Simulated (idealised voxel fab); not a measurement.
Process module heading - voxel self aligned contacts
Displayed cross-section: cut, width of 255 nm, square cells sized 5 nm.
A cross-section is written here as square cells arranged in a grid, and it is given in bands from the top down, each band taking up one or more rows of cells. First you get the band's top height and its bottom height, in nm, and then the materials it's made of, left to right, with each width in nm. If you see a single material with "edge to edge", that one covers the band edge to edge. "air" is empty space. Basically, 0 is our baseline, since under it the wafer straight out of the box is all one material. The bottom band has no lower end and keeps on going down, so it looks like "from 0 down". Width "30..40": first value at the band's top row of cells, second value at its bottom row, equal change from row to row. "all unchanged" after a step means that no cell of the cross-section changed. Each empty space that has no open way to the top and spans at least 8 cells appears under "Sealed void list" as width x height at distance, the distance counted from the left edge, all in nm. On a step's line, text after the settings is the simulator commenting on that step. overlay nm: on a step with a mask, how far right of its planned place the mask lay; negative means left.
So here's the lineup of process steps we planned:
1: RECEIVE: material Si
2: OXIDIZE: depth nm 5
3: DIRECTIONAL_DEP: material polySi, thk nm 25
4: DIRECTIONAL_DEP: material SiN, thk nm 20
5: MASKED_ETCH: tone cover, mask id GATE, width nm 35, pitch nm 70, etch materials SiN, depth nm 20, overlay nm 0
6: MASKED_ETCH: tone cover, mask id GATE, width nm 35, pitch nm 70, etch materials polySi, depth nm 25, overlay nm 0
7: CONFORMAL_DEP: material SiN, thk nm 5
8: DIRECTIONAL_ETCH: etch materials SiN, depth nm 5
9: FILL_DEP: material SiO2, thk nm 10
10: CMP: height nm 50
11: DIRECTIONAL_DEP: material aC, thk nm 10
12: PATTERN: tone open, mask id CONTACT, material resist, width nm 45, thk nm 30, overlay nm 0
13: DIRECTIONAL_ETCH: etch materials aC, depth nm 10
14: STRIP: etch materials resist
15: DIRECTIONAL_ETCH: etch materials SiO2, depth nm 55
16: STRIP: etch materials aC
17: CONFORMAL_DEP: material TiN, thk nm 5
18: FILL_DEP: material W, thk nm 5
19: CMP: height nm 50
20: CONFORMAL_DEP: material SiCN, thk nm 5
Cross-section, incoming material, after step 1:
* from 0 down | Si edge to edge
* Sealed void list: none
Wafer at module end, in section. Began as above, planned as above, run with one mistake:
* from 55 to 50 | SiCN edge to edge
* from 50 to 45 | 105 SiO2 / 15 TiN / 15 W / 15 TiN / 105 SiO2
* from 45 to 25 | 70 SiO2 / 45 SiN / 5 TiN / 15 W / 5 TiN / 45 SiN / 70 SiO2
* from 25 to 20 | 115 SiO2 / 25 TiN / 115 SiO2
* from 20 to 0 | polySi edge to edge
* from 0 down | Si edge to edge
* Sealed void list: none
Want to know what went wrong? steps 2 and 3 swapped
